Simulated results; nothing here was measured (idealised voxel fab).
process module | voxel capacitor over wiring
cross-section cut | 195 nm wide | cells 5 nm
A cross-section is a grid of square cells, given in bands from the top down. A band is one or more rows of cells.
Each band's line starts with the height of the band's top and of its bottom, in nm. Then come its materials from left to right, each with its width in nm. One material with "throughout" fills the band from edge to edge. "air" is empty space.
Height 0 is the level under which the wafer as received is all one material. The lowest band goes on downwards, as in "0 down".
A width such as "30 to 40" changes by the same amount from each row of cells to the next, from the band's top row to its bottom row.
"no change" after a step means that no cell of the cross-section changed.
closed voids: empty space of 8 cells or more with no open way to the top, each as width x height at its distance from the left edge, in nm
after a step's settings: what the simulator itself notes on the step
overlay nm, on a step with a mask: how far to the right of its planned place the mask lay; to the left if negative
plan
1 op RECEIVE | material Si
2 op CONFORMAL_DEP | material SiO2 | thk nm 10
3 op CONFORMAL_DEP | material SiCN | thk nm 5
4 op DIRECTIONAL_DEP | material SiO2 | thk nm 20
5 op PATTERN | tone open | mask id METAL_1 | material resist | width nm 30 | pitch nm 100 | thk nm 15 | overlay nm 0
6 op DIRECTIONAL_ETCH | etch materials SiO2 | depth nm 20
7 op DIRECTIONAL_ETCH | etch materials SiCN | depth nm 5
8 op STRIP | etch materials resist
9 op CONFORMAL_DEP | material TiN | thk nm 5
10 op FILL_DEP | material W | thk nm 5
11 op CMP | height nm 35
12 op EPI | material Ru | thk nm 5
13 op FILL_DEP | material SiCN | thk nm 5
14 op DIRECTIONAL_DEP | material lowk | thk nm 15
15 op PATTERN | tone open | mask id PLUG_1 | material resist | width nm 15 | thk nm 15 | overlay nm 0
16 op DIRECTIONAL_ETCH | etch materials lowk | depth nm 15
17 op DIRECTIONAL_ETCH | etch materials SiCN | depth nm 5
18 op STRIP | etch materials resist
19 op EPI | material Ru | thk nm 10
20 op EPI | material Ru | thk nm 10
21 op DIRECTIONAL_DEP | material TiN | thk nm 5
22 op DIRECTIONAL_DEP | material Al2O3 | thk nm 5
23 op DIRECTIONAL_DEP | material TiN | thk nm 10
24 op PATTERN | tone cover | mask id UPPER_PLATE | material resist | width nm 75 | thk nm 20 | overlay nm 0
25 op DIRECTIONAL_ETCH | etch materials TiN | depth nm 10
26 op DIRECTIONAL_ETCH | etch materials Al2O3 | depth nm 5
27 op STRIP | etch materials resist
28 op PATTERN | tone cover | mask id LOWER_PLATE | material resist | width nm 85 | thk nm 15 | overlay nm 0
29 op DIRECTIONAL_ETCH | etch materials TiN | depth nm 5
30 op STRIP | etch materials resist
31 op FILL_DEP | material SiO2 | thk nm 20
32 op CMP | height nm 95
33 op DIRECTIONAL_DEP | material aC | thk nm 15
34 op PATTERN | tone open | mask id PLUG_2 | material resist | width nm 15 | thk nm 30 | overlay nm 0
35 op DIRECTIONAL_ETCH | etch materials aC | depth nm 15
36 op STRIP | etch materials resist
37 op DIRECTIONAL_ETCH | etch materials SiO2 | depth nm 15
38 op STRIP | etch materials aC
39 op CONFORMAL_DEP | material TiN | thk nm 5
40 op FILL_DEP | material Cu | thk nm 10
41 op CMP | height nm 95
42 op CONFORMAL_DEP | material SiCN | thk nm 5
as received, after step 1
  0 down: Si throughout
  closed voids: none
first wafer at the end, as planned
  100 to 95: SiCN throughout
  95 to 85: SiO2 55 | TiN 5 | Cu 5 | TiN 5 | SiO2 125
  85 to 80: SiO2 55 | TiN 15 | SiO2 125
  80 to 70: SiO2 45 | TiN 75 | SiO2 75
  70 to 65: SiO2 45 | Al2O3 75 | SiO2 75
  65 to 60: SiO2 40 | TiN 85 | SiO2 70
  60 to 45: lowk 45 | Ru 15 | lowk 135
  45 to 40: SiCN 45 | Ru 15 | SiCN 135
  40 to 35: SiCN 25 | Ru 40 | SiCN 60 | Ru 40 | SiCN 30
  35 to 15: SiO2 30 | TiN 5 | W 20 | TiN 5 | SiO2 70 | TiN 5 | W 20 | TiN 5 | SiO2 35
  15 to 10: SiCN 30 | TiN 30 | SiCN 70 | TiN 30 | SiCN 35
  10 to 0: SiO2 throughout
  0 down: Si throughout
  closed voids: none
second wafer at the end: like start, like plan, one mistake
  100 to 95: SiCN throughout
  95 to 85: SiO2 55 | TiN 5 | Cu 5 | TiN 5 | SiO2 125
  85 to 80: SiO2 55 | TiN 15 | SiO2 125
  80 to 70: SiO2 45 | TiN 75 | SiO2 75
  70 to 65: SiO2 45 | Al2O3 75 | SiO2 75
  65 to 60: SiO2 40 | TiN 85 | SiO2 70
  60 to 45: lowk 45 | Ru 15 | lowk 135
  45 to 40: SiCN 45 | Ru 15 | SiCN 135
  40 to 35: SiCN 25 | Ru 40 | SiCN 60 | Ru 40 | SiCN 30
  35 to 15: SiO2 30 | TiN 5 | Cu 20 | TiN 5 | SiO2 70 | TiN 5 | Cu 20 | TiN 5 | SiO2 35
  15 to 10: SiCN 30 | TiN 30 | SiCN 70 | TiN 30 | SiCN 35
  10 to 0: SiO2 throughout
  0 down: Si throughout
  closed voids: none
what went wrong: step 10 ran as: op FILL_DEP | material Cu | thk nm 5
at the end the second wafer has, in cells: 32 more of Cu | 32 fewer of W
